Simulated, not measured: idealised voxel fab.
Title: Process Module voxel ribs on slabs
FYI the section here is cut, 255 nm wide, cells are 5 nm squares.
Cross-sections here: square-cell grids, written as top-down lists of bands, a band being one or more rows of cells.
Look at the band entry: it leads with the top's height and the bottom's height in nm. Then it lists the materials left to right, with a width in nm for each. The word "everywhere" on a single material says that material fills the band edge to edge. The word "empty" is empty space.
Height is counted from the level 0, under which the received wafer is composed throughout of one material. The lowest of the bands is not closed at the bottom but continues downward, in the notation "0 nm and below".
When a width is written as two numbers, as in "30->40", the first number is the width in the top row of cells of the band and the second is the width in its bottom row, and the width changes by the same amount from each row to the next.
"changes: none" for a step: no cell of the cross-section changed in that step.
Empty spaces counting at least 8 cells and having no open way to the top are listed in "Entrapped voids". The notation width x height at distance is used for each, the distance being from the left edge and all three values in nm.
Past the settings on a step's line: simulator remark, on that step.
The setting "overlay nm" may be written on the line of a step. When the step uses a mask, the value reports how far to the right of the planned place the mask lay, and a negative value reports that it lay to the left.
Steps planned for the process:
- 1: RECEIVE (material Si)
- 2: DIRECTIONAL_DEP (material SiO2; thk nm 20)
- 3: DIRECTIONAL_DEP (material SiN; thk nm 20)
- 4: DIRECTIONAL_DEP (material aC; thk nm 10)
- 5: PATTERN (tone cover; mask id RIB; material resist; width nm 15; thk nm 25; overlay nm 0)
- 6: DIRECTIONAL_ETCH (etch materials aC; depth nm 10)
- 7: STRIP (etch materials resist)
- 8: DIRECTIONAL_ETCH (etch materials SiN; depth nm 10)
- 9: STRIP (etch materials aC)
- 10: PATTERN (tone cover; mask id SLAB; material resist; width nm 75; thk nm 20; overlay nm 0)
- 11: DIRECTIONAL_ETCH (etch materials SiN; depth nm 10)
- 12: STRIP (etch materials resist)
- 13: FILL_DEP (material SiO2; thk nm 20)
- 14: CMP (height nm 50)
- 15: DIRECTIONAL_DEP (material W; thk nm 10)
- 16: MASKED_ETCH (tone cover; mask id HEATER; width nm 25; etch materials W; depth nm 10; overlay nm 0)
- 17: CONFORMAL_DEP (material SiO2; thk nm 5)
Wafer-to-wafer difference: thk nm, step 17. Common start. Plan = first wafer's value.
Cross-section of the first of several wafers on receipt, reflecting completion of step 1:
  0 nm and below = Si everywhere
  Entrapped voids: none
At the end of the module, after its last step, step 17, the first of several wafers appears in cross-section as follows:
  65 nm to 60 nm = empty: 110, SiO2: 35, empty: 110
  60 nm to 55 nm = empty: 110, SiO2: 5, W: 25, SiO2: 5, empty: 110
  55 nm to 50 nm = SiO2: 115, W: 25, SiO2: 115
  50 nm to 40 nm = SiO2 everywhere
  40 nm to 30 nm = SiO2: 120, SiN: 15, SiO2: 120
  30 nm to 20 nm = SiO2: 90, SiN: 75, SiO2: 90
  20 nm to 0 nm = SiO2 everywhere
  0 nm and below = Si everywhere
  Entrapped voids: none
Here we cross-sectioned the last of the wafers once the module was done:
  80 nm to 70 nm = empty: 95, SiO2: 65, empty: 95
  70 nm to 60 nm = SiO2 everywhere
  60 nm to 50 nm = SiO2: 115, W: 25, SiO2: 115
  50 nm to 40 nm = SiO2 everywhere
  40 nm to 30 nm = SiO2: 120, SiN: 15, SiO2: 120
  30 nm to 20 nm = SiO2: 90, SiN: 75, SiO2: 90
  20 nm to 0 nm = SiO2 everywhere
  0 nm and below = Si everywhere
  Entrapped voids: none
Below: a row per wafer. Contents at end of module: for every material, cells gained since receipt (+) or lost since receipt (-); then closed voids:
thk nm 5, +36 SiN, +529 SiO2, +10 W, Entrapped voids: none
thk nm 10, +36 SiN, +584 SiO2, +10 W, Entrapped voids: none
thk nm 15, +36 SiN, +639 SiO2, +10 W, Entrapped voids: none
thk nm 20, +36 SiN, +694 SiO2, +10 W, Entrapped voids: none
